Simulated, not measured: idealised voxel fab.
A process module follows: voxel quadruple lines.
Section shown: cut. Width: 140 nm. Cell size: 5 nm, square.
Cross-section format: a grid of square cells, given as bands from top to bottom; each band is one or more rows of cells.
In this notation a band is specified by the heights of its top and bottom, in that order and in nm, after which its materials appear from left to right, each paired with its width in nm. The word "edge to edge" attached to a single material means that material fills the band from edge to edge; the word "empty" stands for empty space.
We count height from 0. Below that, the starting wafer is all one material. The lowest band never ends at the bottom but goes on down; see "from 0 down" for how that is written.
It should be noted that a width expressed as "30 to 40" varies in equal increments from row to row of cells within the band, taking the value of the first number at the top row and that of the second number at the bottom row.
Step marked "nothing got changed"? Then no cell in the cross-section changed in it.
Empty spaces counting at least 8 cells and having no open way to the top are listed in "Closed cavity list". The notation width x height at distance is used for each, the distance being from the left edge and all three values in nm.
Text after the settings on a step's line: the simulator's own remark on that step.
"overlay nm" on a masked step: distance the mask lay right of its planned place, negative for left.
[Steps in the process plan]
| 1 | RECEIVE | material Si |
| 2 | CONFORMAL_DEP | material SiO2 | thk nm 5 |
| 3 | DIRECTIONAL_DEP | material TiN | thk nm 10 |
| 4 | DIRECTIONAL_DEP | material polySi | thk nm 20 |
| 5 | DIRECTIONAL_DEP | material aC | thk nm 20 |
| 6 | PATTERN | tone cover | mask id MANDREL | material resist | width nm 20 | pitch nm 60 | thk nm 30 | overlay nm 0 |
| 7 | DIRECTIONAL_ETCH | etch materials aC | depth nm 20 |
| 8 | STRIP | etch materials resist |
| 9 | CONFORMAL_DEP | material SiO2 | thk nm 10 |
| 10 | DIRECTIONAL_ETCH | etch materials SiO2 | depth nm 10 |
| 11 | STRIP | etch materials aC |
| 12 | DIRECTIONAL_ETCH | etch materials polySi | depth nm 20 |
| 13 | STRIP | etch materials SiO2 |
| 14 | CONFORMAL_DEP | material SiCN | thk nm 5 |
| 15 | DIRECTIONAL_ETCH | etch materials SiCN | depth nm 5 |
| 16 | STRIP | etch materials polySi |
| 17 | DIRECTIONAL_ETCH | etch materials TiN | depth nm 10 |
| 18 | STRIP | etch materials SiCN |
| 19 | FILL_DEP | material lowk | thk nm 10 |
| 20 | CMP | height nm 15 |
[So, the first of our two wafers, run just as we planned it]
[As received (post step 1): cross-section]
  from 0 down  Si edge to edge
  Closed cavity list: none
[Once step 2 is through, the wafer looks like this in cross-section]
  from 5 to 0  SiO2 edge to edge
  Under the height 0 nothing was changed.
[Once step 3 is through, the wafer looks like this in cross-section]
  from 15 to 5  TiN edge to edge
  Under the height 5 nothing was changed.
[Once step 4 is through, the wafer looks like this in cross-section]
  from 35 to 15  polySi edge to edge
  Under the height 15 nothing was changed.
[Once step 5 is through, the wafer looks like this in cross-section]
  from 55 to 35  aC edge to edge
  Under the height 35 nothing was changed.
[Once step 6 is through, the wafer looks like this in cross-section]
  from 85 to 55  30 nm empty  20 nm resist  40 nm empty  20 nm resist  30 nm empty
  Under the height 55 nothing was changed.
[Once step 7 is through, the wafer looks like this in cross-section]
  from 65 to 55  30 nm empty  20 nm resist  40 nm empty  20 nm resist  30 nm empty
  from 55 to 35  30 nm empty  20 nm aC  40 nm empty  20 nm aC  30 nm empty
  Under the height 35 nothing was changed.
[Once step 8 is through, the wafer looks like this in cross-section]
  from 55 to 35  30 nm empty  20 nm aC  40 nm empty  20 nm aC  30 nm empty
  Under the height 35 nothing was changed.
[Once step 9 is through, the wafer looks like this in cross-section]
  from 65 to 55  20 nm empty  40 nm SiO2  20 nm empty  40 nm SiO2  20 nm empty
  from 55 to 45  20 nm empty  10 nm SiO2  20 nm aC  10 nm SiO2  20 nm empty  10 nm SiO2  20 nm aC  10 nm SiO2  20 nm empty
  from 45 to 35  30 nm SiO2  20 nm aC  40 nm SiO2  20 nm aC  30 nm SiO2
  Under the height 35 nothing was changed.
[Once step 10 is through, the wafer looks like this in cross-section]
  from 55 to 35  20 nm empty  10 nm SiO2  20 nm aC  10 nm SiO2  20 nm empty  10 nm SiO2  20 nm aC  10 nm SiO2  20 nm empty
  Under the height 35 nothing was changed.
[Once step 11 is through, the wafer looks like this in cross-section]
  from 55 to 35  20 nm empty  10 nm SiO2  20 nm empty  10 nm SiO2  20 nm empty  10 nm SiO2  20 nm empty  10 nm SiO2  20 nm empty
  Under the height 35 nothing was changed.
[Once step 12 is through, the wafer looks like this in cross-section]
  from 55 to 35  20 nm empty  10 nm SiO2  20 nm empty  10 nm SiO2  20 nm empty  10 nm SiO2  20 nm empty  10 nm SiO2  20 nm empty
  from 35 to 15  20 nm empty  10 nm polySi  20 nm empty  10 nm polySi  20 nm empty  10 nm polySi  20 nm empty  10 nm polySi  20 nm empty
  Under the height 15 nothing was changed.
[Once step 13 is through, the wafer looks like this in cross-section]
  from 35 to 15  20 nm empty  10 nm polySi  20 nm empty  10 nm polySi  20 nm empty  10 nm polySi  20 nm empty  10 nm polySi  20 nm empty
  Under the height 15 nothing was changed.
[Once step 14 is through, the wafer looks like this in cross-section]
  from 40 to 35  15 nm empty  20 nm SiCN  10 nm empty  20 nm SiCN  10 nm empty  20 nm SiCN  10 nm empty  20 nm SiCN  15 nm empty
  from 35 to 20  15 nm empty  5 nm SiCN  10 nm polySi  5 nm SiCN  10 nm empty  5 nm SiCN  10 nm polySi  5 nm SiCN  10 nm empty  5 nm SiCN  10 nm polySi  5 nm SiCN  10 nm empty  5 nm SiCN  10 nm polySi  5 nm SiCN  15 nm empty
  from 20 to 15  20 nm SiCN  10 nm polySi  20 nm SiCN  10 nm polySi  20 nm SiCN  10 nm polySi  20 nm SiCN  10 nm polySi  20 nm SiCN
  Under the height 15 nothing was changed.
[Once step 15 is through, the wafer looks like this in cross-section]
  from 35 to 15  15 nm empty  5 nm SiCN  10 nm polySi  5 nm SiCN  10 nm empty  5 nm SiCN  10 nm polySi  5 nm SiCN  10 nm empty  5 nm SiCN  10 nm polySi  5 nm SiCN  10 nm empty  5 nm SiCN  10 nm polySi  5 nm SiCN  15 nm empty
  Under the height 15 nothing was changed.
[Once step 16 is through, the wafer looks like this in cross-section]
  from 35 to 15  15 nm empty  5 nm SiCN  10 nm empty  5 nm SiCN  10 nm empty  5 nm SiCN  10 nm empty  5 nm SiCN  10 nm empty  5 nm SiCN  10 nm empty  5 nm SiCN  10 nm empty  5 nm SiCN  10 nm empty  5 nm SiCN  15 nm empty
  Under the height 15 nothing was changed.
[Once step 17 is through, the wafer looks like this in cross-section]
  from 35 to 15  15 nm empty  5 nm SiCN  10 nm empty  5 nm SiCN  10 nm empty  5 nm SiCN  10 nm empty  5 nm SiCN  10 nm empty  5 nm SiCN  10 nm empty  5 nm SiCN  10 nm empty  5 nm SiCN  10 nm empty  5 nm SiCN  15 nm empty
  from 15 to 5  15 nm empty  5 nm TiN  10 nm empty  5 nm TiN  10 nm empty  5 nm TiN  10 nm empty  5 nm TiN  10 nm empty  5 nm TiN  10 nm empty  5 nm TiN  10 nm empty  5 nm TiN  10 nm empty  5 nm TiN  15 nm empty
  Under the height 5 nothing was changed.
[Once step 18 is through, the wafer looks like this in cross-section]
  from 15 to 5  15 nm empty  5 nm TiN  10 nm empty  5 nm TiN  10 nm empty  5 nm TiN  10 nm empty  5 nm TiN  10 nm empty  5 nm TiN  10 nm empty  5 nm TiN  10 nm empty  5 nm TiN  10 nm empty  5 nm TiN  15 nm empty
  Under the height 5 nothing was changed.
[Once step 19 is through, the wafer looks like this in cross-section]
  from 25 to 15  lowk edge to edge
  from 15 to 5  15 nm lowk  5 nm TiN  10 nm lowk  5 nm TiN  10 nm lowk  5 nm TiN  10 nm lowk  5 nm TiN  10 nm lowk  5 nm TiN  10 nm lowk  5 nm TiN  10 nm lowk  5 nm TiN  10 nm lowk  5 nm TiN  15 nm lowk
  Under the height 5 nothing was changed.
[Once step 20 is through, the wafer looks like this in cross-section]
  from 15 to 5  15 nm lowk  5 nm TiN  10 nm lowk  5 nm TiN  10 nm lowk  5 nm TiN  10 nm lowk  5 nm TiN  10 nm lowk  5 nm TiN  10 nm lowk  5 nm TiN  10 nm lowk  5 nm TiN  10 nm lowk  5 nm TiN  15 nm lowk
  Under the height 5 nothing was changed.
[Second wafer - shared start and plan with the first - one error in running - same as the first up to step 1 inclusive]
Cross-section, second wafer, at the end time the plan gives for step 2: nothing got changed
[Cross-section, second wafer, at the end time the plan gives for step 3]
  from 10 to 0  TiN edge to edge
  Under the height 0 nothing was changed.
[Cross-section, second wafer, at the end time the plan gives for step 4]
  from 30 to 10  polySi edge to edge
  Under the height 10 nothing was changed.
[Cross-section, second wafer, at the end time the plan gives for step 5]
  from 50 to 30  aC edge to edge
  Under the height 30 nothing was changed.
[Cross-section, second wafer, at the end time the plan gives for step 6]
  from 80 to 50  30 nm empty  20 nm resist  40 nm empty  20 nm resist  30 nm empty
  Under the height 50 nothing was changed.
[Cross-section, second wafer, at the end time the plan gives for step 7]
  from 60 to 50  30 nm empty  20 nm resist  40 nm empty  20 nm resist  30 nm empty
  from 50 to 30  30 nm empty  20 nm aC  40 nm empty  20 nm aC  30 nm empty
  Under the height 30 nothing was changed.
[Cross-section, second wafer, at the end time the plan gives for step 8]
  from 50 to 30  30 nm empty  20 nm aC  40 nm empty  20 nm aC  30 nm empty
  Under the height 30 nothing was changed.
[Cross-section, second wafer, at the end time the plan gives for step 9]
  from 60 to 50  20 nm empty  40 nm SiO2  20 nm empty  40 nm SiO2  20 nm empty
  from 50 to 40  20 nm empty  10 nm SiO2  20 nm aC  10 nm SiO2  20 nm empty  10 nm SiO2  20 nm aC  10 nm SiO2  20 nm empty
  from 40 to 30  30 nm SiO2  20 nm aC  40 nm SiO2  20 nm aC  30 nm SiO2
  Under the height 30 nothing was changed.
[Cross-section, second wafer, at the end time the plan gives for step 10]
  from 50 to 30  20 nm empty  10 nm SiO2  20 nm aC  10 nm SiO2  20 nm empty  10 nm SiO2  20 nm aC  10 nm SiO2  20 nm empty
  Under the height 30 nothing was changed.
[Cross-section, second wafer, at the end time the plan gives for step 11]
  from 50 to 30  20 nm empty  10 nm SiO2  20 nm empty  10 nm SiO2  20 nm empty  10 nm SiO2  20 nm empty  10 nm SiO2  20 nm empty
  Under the height 30 nothing was changed.
[Cross-section, second wafer, at the end time the plan gives for step 12]
  from 50 to 30  20 nm empty  10 nm SiO2  20 nm empty  10 nm SiO2  20 nm empty  10 nm SiO2  20 nm empty  10 nm SiO2  20 nm empty
  from 30 to 10  20 nm empty  10 nm polySi  20 nm empty  10 nm polySi  20 nm empty  10 nm polySi  20 nm empty  10 nm polySi  20 nm empty
  Under the height 10 nothing was changed.
[Cross-section, second wafer, at the end time the plan gives for step 13]
  from 30 to 10  20 nm empty  10 nm polySi  20 nm empty  10 nm polySi  20 nm empty  10 nm polySi  20 nm empty  10 nm polySi  20 nm empty
  Under the height 10 nothing was changed.
[Cross-section, second wafer, at the end time the plan gives for step 14]
  from 35 to 30  15 nm empty  20 nm SiCN  10 nm empty  20 nm SiCN  10 nm empty  20 nm SiCN  10 nm empty  20 nm SiCN  15 nm empty
  from 30 to 15  15 nm empty  5 nm SiCN  10 nm polySi  5 nm SiCN  10 nm empty  5 nm SiCN  10 nm polySi  5 nm SiCN  10 nm empty  5 nm SiCN  10 nm polySi  5 nm SiCN  10 nm empty  5 nm SiCN  10 nm polySi  5 nm SiCN  15 nm empty
  from 15 to 10  20 nm SiCN  10 nm polySi  20 nm SiCN  10 nm polySi  20 nm SiCN  10 nm polySi  20 nm SiCN  10 nm polySi  20 nm SiCN
  Under the height 10 nothing was changed.
[Cross-section, second wafer, at the end time the plan gives for step 15]
  from 30 to 10  15 nm empty  5 nm SiCN  10 nm polySi  5 nm SiCN  10 nm empty  5 nm SiCN  10 nm polySi  5 nm SiCN  10 nm empty  5 nm SiCN  10 nm polySi  5 nm SiCN  10 nm empty  5 nm SiCN  10 nm polySi  5 nm SiCN  15 nm empty
  Under the height 10 nothing was changed.
[Cross-section, second wafer, at the end time the plan gives for step 16]
  from 30 to 10  15 nm empty  5 nm SiCN  10 nm empty  5 nm SiCN  10 nm empty  5 nm SiCN  10 nm empty  5 nm SiCN  10 nm empty  5 nm SiCN  10 nm empty  5 nm SiCN  10 nm empty  5 nm SiCN  10 nm empty  5 nm SiCN  15 nm empty
  Under the height 10 nothing was changed.
[Cross-section, second wafer, at the end time the plan gives for step 17]
  from 30 to 10  15 nm empty  5 nm SiCN  10 nm empty  5 nm SiCN  10 nm empty  5 nm SiCN  10 nm empty  5 nm SiCN  10 nm empty  5 nm SiCN  10 nm empty  5 nm SiCN  10 nm empty  5 nm SiCN  10 nm empty  5 nm SiCN  15 nm empty
  from 10 to 0  15 nm empty  5 nm TiN  10 nm empty  5 nm TiN  10 nm empty  5 nm TiN  10 nm empty  5 nm TiN  10 nm empty  5 nm TiN  10 nm empty  5 nm TiN  10 nm empty  5 nm TiN  10 nm empty  5 nm TiN  15 nm empty
  Under the height 0 nothing was changed.
[Cross-section, second wafer, at the end time the plan gives for step 18]
  from 10 to 0  15 nm empty  5 nm TiN  10 nm empty  5 nm TiN  10 nm empty  5 nm TiN  10 nm empty  5 nm TiN  10 nm empty  5 nm TiN  10 nm empty  5 nm TiN  10 nm empty  5 nm TiN  10 nm empty  5 nm TiN  15 nm empty
  Under the height 0 nothing was changed.
[Cross-section, second wafer, at the end time the plan gives for step 19]
  from 20 to 10  lowk edge to edge
  from 10 to 0  15 nm lowk  5 nm TiN  10 nm lowk  5 nm TiN  10 nm lowk  5 nm TiN  10 nm lowk  5 nm TiN  10 nm lowk  5 nm TiN  10 nm lowk  5 nm TiN  10 nm lowk  5 nm TiN  10 nm lowk  5 nm TiN  15 nm lowk
  Under the height 0 nothing was changed.
[Cross-section, second wafer, at the end time the plan gives for step 20]
  from 15 to 10  lowk edge to edge
  Under the height 10 nothing was changed.
Where did the run depart from the plan? plan step 2 never ran because it was skipped
The second wafer ends with more or fewer cells of some materials than the first, per final count: SiO2: 28 fewer | lowk: 28 more
